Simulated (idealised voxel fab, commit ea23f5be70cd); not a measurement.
process module | voxel wiring stack
cross-section cut | 195 nm wide | cells 5 nm
A cross-section is a grid of square cells, given in bands from the top down. A band is one or more rows of cells.
Each band's line starts with the height of the band's top and of its bottom, in nm. Then come its materials from left to right, each with its width in nm. One material with "throughout" fills the band from edge to edge. "air" is empty space.
Height 0 is the level under which the wafer as received is all one material. The lowest band goes on downwards, as in "0 down".
A width such as "30 to 40" changes by the same amount from each row of cells to the next, from the band's top row to its bottom row.
"no change" after a step means that no cell of the cross-section changed.
closed voids: empty space of 8 cells or more with no open way to the top, each as width x height at its distance from the left edge, in nm
after a step's settings: what the simulator itself notes on the step
overlay nm, on a step with a mask: how far to the right of its planned place the mask lay; to the left if negative
plan
1 op RECEIVE | material Si
2 op CONFORMAL_DEP | material SiO2 | thk nm 15
3 op DIRECTIONAL_DEP | material TiN | thk nm 5
4 op DIRECTIONAL_DEP | material W | thk nm 20
5 op MASKED_ETCH | tone cover | mask id METAL_1 | width nm 25 | pitch nm 55 | etch materials W | depth nm 20 | overlay nm 0
6 op MASKED_ETCH | tone cover | mask id METAL_1 | width nm 25 | pitch nm 55 | etch materials TiN | depth nm 5 | overlay nm 0
7 op CONFORMAL_DEP | material SiN | thk nm 5
8 op FILL_DEP | material lowk | thk nm 5
9 op CMP | height nm 40
10 op CONFORMAL_DEP | material SiCN | thk nm 5
11 op DIRECTIONAL_DEP | material SiO2 | thk nm 15
12 op DIRECTIONAL_DEP | material aC | thk nm 10
13 op PATTERN | tone open | mask id PLUG_1 | material resist | width nm 15 | thk nm 25 | overlay nm 0
14 op DIRECTIONAL_ETCH | etch materials aC | depth nm 10
15 op STRIP | etch materials resist
16 op DIRECTIONAL_ETCH | etch materials SiO2 | depth nm 15
17 op DIRECTIONAL_ETCH | etch materials SiCN | depth nm 5
18 op STRIP | etch materials aC
19 op EPI | material Ru | thk nm 10
20 op EPI | material Ru | thk nm 10
21 op CONFORMAL_DEP | material SiN | thk nm 5
22 op DIRECTIONAL_DEP | material SiO2 | thk nm 25
23 op PATTERN | tone open | mask id METAL_2 | material resist | width nm 25 | pitch nm 55 | thk nm 15 | overlay nm 0
24 op DIRECTIONAL_ETCH | etch materials SiO2 | depth nm 25
25 op DIRECTIONAL_ETCH | etch materials SiN | depth nm 5
26 op STRIP | etch materials resist
27 op CONFORMAL_DEP | material TiN | thk nm 5
28 op FILL_DEP | material W | thk nm 10
29 op CMP | height nm 90
30 op CONFORMAL_DEP | material SiN | thk nm 5
varied across the wafers: thk nm of step 27. The plan shows the first wafer's value. All wafers start alike
first wafer as received, after step 1
  0 down: Si throughout
  closed voids: none
each wafer at the end: cells of each material gained (+) or lost (-) since it was received, then its closed voids
thk nm 5 | +12 Ru | +36 SiCN | +113 SiN | +370 SiO2 | +40 TiN | +70 W | +100 lowk | closed voids: none
thk nm 10 | +12 Ru | +36 SiCN | +113 SiN | +370 SiO2 | +62 TiN | +48 W | +100 lowk | closed voids: none
thk nm 15 | +12 Ru | +36 SiCN | +113 SiN | +370 SiO2 | +70 TiN | +40 W | +100 lowk | closed voids: none
thk nm 20 | +12 Ru | +36 SiCN | +113 SiN | +370 SiO2 | +70 TiN | +40 W | +100 lowk | closed voids: none
